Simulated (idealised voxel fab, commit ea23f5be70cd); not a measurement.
Herein follows the process module entitled voxel released beams.
Cross-section cut: width 295 nm, square cells of 5 nm.
Cross-section, as written here: a square-cell grid given band by band from the top down, where a band holds one or more rows of cells.
Within each band entry, the heights of the top and of the bottom of the band appear first, in that order and in nm; the materials of the band then follow from left to right, each with its corresponding width in nm. The designation "full width" on a single material indicates that it fills the band from edge to edge; the designation "air" indicates empty space.
Note: height 0 marks the level under which the wafer is uniformly one material as received. Lowest band unbounded below, written "0 and below".
You'd read "30->40" like this: the band's top row of cells is as wide as the first number, its bottom row is as wide as the second, and going down, every row changes width by the same amount as the row before did.
What does "identical to before" mean for a step? It means no cell of the cross-section changed in that step.
So "Enclosed cavity list" is basically the list of trapped voids: any empty space of 8 cells or more that can't reach the top through an opening. They're written width x height at distance, the distance being from the left edge, and it's all nm.
On each step's line, the part that comes after the settings is the simulator's own comment on the step.
"overlay nm" denotes, for a step that has a mask, the displacement of the mask to the right of its planned place, with negative values corresponding to the left.

# Below is the list of planned process steps
1 RECEIVE [material Si]
2 CONFORMAL_DEP [material SiN] [thk nm 5]
3 DIRECTIONAL_DEP [material SiO2] [thk nm 15]
4 PATTERN [tone open] [mask id ANCHOR] [material resist] [width nm 35] [thk nm 15] [overlay nm 0]
5 DIRECTIONAL_ETCH [etch materials SiO2] [depth nm 15]
6 STRIP [etch materials resist]
7 CONFORMAL_DEP [material polySi] [thk nm 15]
8 DIRECTIONAL_DEP [material aC] [thk nm 15]
9 PATTERN [tone cover] [mask id BEAM] [material resist] [width nm 110] [thk nm 35] [overlay nm 0]
10 DIRECTIONAL_ETCH [etch materials aC] [depth nm 15]
11 STRIP [etch materials resist]
12 DIRECTIONAL_ETCH [etch materials polySi] [depth nm 15]
13 STRIP [etch materials aC]
14 STRIP [etch materials SiO2]

# Incoming wafer in cross-section (state: after step 1)
0 and below: Si full width
Enclosed cavity list: none

# Cross-section, first of two wafers, end of module, run as planned
35 down to 20: air: 90 / polySi: 20 / air: 5 / polySi: 85 / air: 95
20 down to 5: air: 95 / polySi: 35 / air: 165
5 down to 0: SiN full width
0 and below: Si full width
Enclosed cavity list: none

# Cross-sectional image of the second wafer of the two following completion of the module. Starting state and process plan were the same as for the first wafer; one execution error occurred
35 down to 20: air: 100 / polySi: 10 / air: 5 / polySi: 95 / air: 85
20 down to 5: air: 95 / polySi: 35 / air: 165
5 down to 0: SiN full width
0 and below: Si full width
Enclosed cavity list: none
Deviation from plan: step 9 was not run as planned; what actually ran was PATTERN [tone cover] [mask id BEAM] [material resist] [width nm 110] [thk nm 35] [overlay nm 10]
By the end, you'd get the same cell count for each material on either wafer, but the second wafer puts them somewhere else.
